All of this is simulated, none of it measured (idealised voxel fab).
process module | voxel air gaps
cross-section cut | 175 nm wide | cells 5 nm
A cross-section is a grid of square cells, given in bands from the top down. A band is one or more rows of cells.
Each band's line starts with the height of the band's top and of its bottom, in nm. Then come its materials from left to right, each with its width in nm. One material with "throughout" fills the band from edge to edge. "air" is empty space.
Height 0 is the level under which the wafer as received is all one material. The lowest band goes on downwards, as in "0 down".
A width such as "30 to 40" changes by the same amount from each row of cells to the next, from the band's top row to its bottom row.
"no change" after a step means that no cell of the cross-section changed.
closed voids: empty space of 8 cells or more with no open way to the top, each as width x height at its distance from the left edge, in nm
after a step's settings: what the simulator itself notes on the step
overlay nm, on a step with a mask: how far to the right of its planned place the mask lay; to the left if negative
plan
1 op RECEIVE | material Si
2 op CONFORMAL_DEP | material SiO2 | thk nm 15
3 op CONFORMAL_DEP | material SiCN | thk nm 5
4 op DIRECTIONAL_DEP | material lowk | thk nm 35
5 op DIRECTIONAL_DEP | material aC | thk nm 15
6 op PATTERN | tone open | mask id LINES | material resist | width nm 25 | pitch nm 50 | thk nm 30 | overlay nm 0
7 op DIRECTIONAL_ETCH | etch materials aC | depth nm 15
8 op STRIP | etch materials resist
9 op DIRECTIONAL_ETCH | etch materials lowk | depth nm 35
10 op STRIP | etch materials aC
11 op CONFORMAL_DEP | material TiN | thk nm 5
12 op FILL_DEP | material Cu | thk nm 5
13 op CMP | height nm 55
14 op EPI | material Ru | thk nm 10
15 op SELECTIVE_ETCH | etch materials lowk | depth nm 45
16 op CONFORMAL_DEP | material SiCN | thk nm 5
as received, after step 1
  0 down: Si throughout
  closed voids: none
a wafer at the end: this start, this plan, one mistake
  80 to 75: SiCN throughout
  75 to 55: SiCN 5 | Ru 165 | SiCN 5
  55 to 50: SiCN 25 | TiN 5 | Cu 15 | TiN 5 | lowk 25 | TiN 5 | Cu 15 | TiN 5 | lowk 25 | TiN 5 | Cu 15 | TiN 5 | SiCN 25
  50 to 25: air 20 | SiCN 5 | TiN 5 | Cu 15 | TiN 5 | lowk 25 | TiN 5 | Cu 15 | TiN 5 | lowk 25 | TiN 5 | Cu 15 | TiN 5 | SiCN 5 | air 20
  25 to 20: SiCN 25 | TiN 25 | lowk 25 | TiN 25 | lowk 25 | TiN 25 | SiCN 25
  20 to 15: SiCN throughout
  15 to 0: SiO2 throughout
  0 down: Si throughout
  closed voids: 20 x 25 at 0; 20 x 25 at 155
what went wrong: step 14 was run twice
